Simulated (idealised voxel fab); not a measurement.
process module | voxel quadruple lines
cross-section cut | 275 nm wide | cells 5 nm
A cross-section is a grid of square cells, given in bands from the top down. A band is one or more rows of cells.
Each band's line starts with the height of the band's top and of its bottom, in nm. Then come its materials from left to right, each with its width in nm. One material with "throughout" fills the band from edge to edge. "air" is empty space.
Height 0 is the level under which the wafer as received is all one material. The lowest band goes on downwards, as in "0 down".
A width such as "30 to 40" changes by the same amount from each row of cells to the next, from the band's top row to its bottom row.
"no change" after a step means that no cell of the cross-section changed.
closed voids: empty space of 8 cells or more with no open way to the top, each as width x height at its distance from the left edge, in nm
after a step's settings: what the simulator itself notes on the step
overlay nm, on a step with a mask: how far to the right of its planned place the mask lay; to the left if negative
plan
1 op RECEIVE | material Si
2 op CONFORMAL_DEP | material SiO2 | thk nm 10
3 op DIRECTIONAL_DEP | material W | thk nm 10
4 op DIRECTIONAL_DEP | material polySi | thk nm 15
5 op DIRECTIONAL_DEP | material aC | thk nm 25
6 op PATTERN | tone cover | mask id MANDREL | material resist | width nm 30 | thk nm 35 | overlay nm 0
7 op DIRECTIONAL_ETCH | etch materials aC | depth nm 25
8 op STRIP | etch materials resist
9 op CONFORMAL_DEP | material SiO2 | thk nm 10
10 op DIRECTIONAL_ETCH | etch materials SiO2 | depth nm 10
11 op STRIP | etch materials aC
12 op DIRECTIONAL_ETCH | etch materials polySi | depth nm 15
13 op STRIP | etch materials SiO2
14 op CONFORMAL_DEP | material SiCN | thk nm 10
15 op DIRECTIONAL_ETCH | etch materials SiCN | depth nm 10
16 op STRIP | etch materials polySi
17 op DIRECTIONAL_ETCH | etch materials W | depth nm 10
18 op STRIP | etch materials SiCN
as received, after step 1
  0 down: Si throughout
  closed voids: none
a wafer at the end: this start, this plan, one mistake
  20 to 10: air 105 | W 5 | air 10 | W 5 | air 20 | W 5 | air 10 | W 5 | air 110
  10 to 0: SiO2 throughout
  0 down: Si throughout
  closed voids: none
what went wrong: step 14 ran as: op CONFORMAL_DEP | material SiCN | thk nm 5
